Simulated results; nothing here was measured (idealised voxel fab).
process module | voxel capacitor over wiring
Cross-sectional view cut (width: 225 nm; square cell size: 5 nm).
Reading order for cross-sections: top band down to bottom band. Underlying form: a grid of square cells. Band size: one or more rows of cells.
For a band, the entry starts with two heights in nm, that of the top and then that of the bottom, and carries on with the band's materials in order from left to right, each alongside its width in nm; the word "all across" beside a single material means it fills the band edge to edge, and "air" means empty space.
All heights in this document are referenced to 0, defined as the level beneath which the wafer, as received, consists entirely of one material. The lowest band is not bounded below; it extends indefinitely downward and is written in the form "0 and below".
Read "30..40" as a graded width: first number on top, second number at the bottom, same change between each pair of neighbouring rows.
Key: "nothing changed" - step with no changed cell in the cross-section.
For the entry "Closed void table", the listed items are empty spaces with no open way to the top whose size is 8 cells or more; each item follows the pattern width x height at distance, where distance is from the left edge and all three are in nm.
Note: text after step settings on the step line = simulator remark on that step.
The optional step-line setting "overlay nm" applies to steps with a mask and quantifies how far to the right of its planned location the mask lay, a negative value indicating leftward placement.

THE STEPS PLANNED FOR THE PROCESS ARE AS FOLLOWS
1,RECEIVE [material Si]
2,CONFORMAL_DEP [material SiO2] [thk nm 15]
3,CONFORMAL_DEP [material SiCN] [thk nm 5]
4,DIRECTIONAL_DEP [material SiO2] [thk nm 20]
5,MASKED_ETCH [tone open] [mask id METAL_1] [width nm 30] [pitch nm 90] [etch materials SiO2] [depth nm 20] [overlay nm 0]
6,MASKED_ETCH [tone open] [mask id METAL_1] [width nm 30] [pitch nm 90] [etch materials SiCN] [depth nm 5] [overlay nm 0]
7,CONFORMAL_DEP [material TiN] [thk nm 5]
8,FILL_DEP [material Cu] [thk nm 10]
9,CMP [height nm 40]
10,CONFORMAL_DEP [material SiCN] [thk nm 5]
11,DIRECTIONAL_DEP [material lowk] [thk nm 15]
12,DIRECTIONAL_DEP [material aC] [thk nm 10]
13,PATTERN [tone open] [mask id PLUG_1] [material resist] [width nm 15] [thk nm 30] [overlay nm 0]
14,DIRECTIONAL_ETCH [etch materials aC] [depth nm 10]
15,STRIP [etch materials resist]
16,DIRECTIONAL_ETCH [etch materials lowk] [depth nm 15]
17,DIRECTIONAL_ETCH [etch materials SiCN] [depth nm 5]
18,STRIP [etch materials aC]
19,CONFORMAL_DEP [material TiN] [thk nm 5]
20,FILL_DEP [material Ru] [thk nm 5]
21,CMP [height nm 60]
22,DIRECTIONAL_DEP [material TiN] [thk nm 5]
23,DIRECTIONAL_DEP [material SiN] [thk nm 5]
24,DIRECTIONAL_DEP [material TiN] [thk nm 5]
25,DIRECTIONAL_DEP [material aC] [thk nm 10]
26,PATTERN [tone cover] [mask id UPPER_PLATE] [material resist] [width nm 65] [thk nm 25] [overlay nm 0]
27,DIRECTIONAL_ETCH [etch materials aC] [depth nm 10]
28,STRIP [etch materials resist]
29,DIRECTIONAL_ETCH [etch materials TiN] [depth nm 5]
30,DIRECTIONAL_ETCH [etch materials SiN] [depth nm 5]
31,STRIP [etch materials aC]
32,MASKED_ETCH [tone cover] [mask id LOWER_PLATE] [width nm 75] [etch materials TiN] [depth nm 5] [overlay nm 0]
33,FILL_DEP [material SiO2] [thk nm 20]
34,CMP [height nm 90]
35,PATTERN [tone open] [mask id PLUG_2] [material resist] [width nm 15] [thk nm 20] [overlay nm 0]
36,DIRECTIONAL_ETCH [etch materials SiO2] [depth nm 15]
37,STRIP [etch materials resist]
38,CONFORMAL_DEP [material TiN] [thk nm 5]
39,FILL_DEP [material Ru] [thk nm 5]
40,CMP [height nm 90]
41,CONFORMAL_DEP [material SiCN] [thk nm 5]

CROSS-SECTION: WAFER ON ARRIVAL = AFTER STEP 1
> 0 and below = Si all across
> Closed void table: none

CROSS-SECTION AT MODULE END, ONE RUN ERROR; START AND PLAN UNCHANGED FROM ABOVE
> 95 down to 90 = SiCN all across
> 90 down to 80 = SiO2 75; TiN 5; Ru 5; TiN 5; SiO2 135
> 80 down to 70 = SiO2 75..65; TiN 15..65; SiO2 135..95
> 70 down to 65 = SiO2 65; SiN 65; SiO2 95
> 65 down to 60 = SiO2 60; TiN 75; SiO2 90
> 60 down to 45 = lowk 65; TiN 5; Ru 5; TiN 5; lowk 145
> 45 down to 40 = SiCN 65; TiN 15; SiCN 145
> 40 down to 20 = lowk all across
> 20 down to 15 = SiCN all across
> 15 down to 0 = SiO2 all across
> 0 and below = Si all across
> Closed void table: none
The mistake made against the process plan was this: step 4 ran as: DIRECTIONAL_DEP [material lowk] [thk nm 20]
